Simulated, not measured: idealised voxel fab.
process module | voxel double patterning
FYI the section here is cut, 265 nm wide, cells are 5 nm squares.
Each cross-section below is a grid of square cells, stated as bands in top-down order, with one or more rows of cells making up each band.
This entry defines a band. It first specifies the height of the band's top and the height of its bottom in nm, and then specifies the band's materials from left to right, stating each material with its width in nm. The word "full width" identifies a single material that fills the band from edge to edge, while the word "blank" identifies empty space.
All heights in this document are referenced to 0, defined as the level beneath which the wafer, as received, consists entirely of one material. The lowest band is not bounded below; it extends indefinitely downward and is written in the form "0..down".
A width such as "30 to 40" changes by the same amount from each row of cells to the next, from the band's top row to its bottom row.
For the purposes of this document, the phrase "no change" attached to a step denotes that no cell within the cross-section was modified by that step.
"Enclosed cavity list" means: voids of 8 cells or more that are shut off from the top with no open way through. Written width x height at distance, distance from the left edge, in nm.
Heads up: the bit after the settings on a step's line is the simulator's remark on that step.
overlay nm: mask right of planned place by this much (step with mask). Neg. = left.

### Listed below are the process steps as planned
1. RECEIVE: material Si
2. CONFORMAL_DEP: material SiO2, thk nm 5
3. DIRECTIONAL_DEP: material polySi, thk nm 20
4. DIRECTIONAL_DEP: material SiN, thk nm 5
5. PATTERN: tone open, mask id FIRST, material resist, width nm 15, pitch nm 50, thk nm 15, overlay nm 0
6. DIRECTIONAL_ETCH: etch materials SiN, depth nm 5
7. STRIP: etch materials resist
8. DIRECTIONAL_DEP: material aC, thk nm 10
9. PATTERN: tone open, mask id SECOND, material resist, width nm 15, pitch nm 50, thk nm 30, overlay nm 0
10. DIRECTIONAL_ETCH: etch materials aC, depth nm 10
11. STRIP: etch materials resist
12. DIRECTIONAL_ETCH: etch materials SiN, depth nm 5
13. STRIP: etch materials aC
14. DIRECTIONAL_ETCH: etch materials polySi, depth nm 20
15. STRIP: etch materials SiN

### Wafer at receipt (post step 1), cross-section
- 0..down = Si full width
- Enclosed cavity list: none

### Module complete - cross-section of the first of two wafers, run according to plan
- 25..5 = polySi 75 nm, then blank 15 nm, then polySi 10 nm, then blank 15 nm, then polySi 10 nm, then blank 15 nm, then polySi 10 nm, then blank 15 nm, then polySi 10 nm, then blank 15 nm, then polySi 75 nm
- 5..0 = SiO2 full width
- 0..down = Si full width
- Enclosed cavity list: none

### Wafer two, sectioned after the module: the first wafer's start, the first wafer's plan, and one mistake in how it was run
- 25..20 = SiO2 full width
- 20..0 = polySi full width
- 0..down = Si full width
- Enclosed cavity list: none
Short version of what went wrong: swap of plan steps 2 and 3 during execution
Final comparison by cell count, materials where the second wafer has more or fewer than the first: +60 polySi
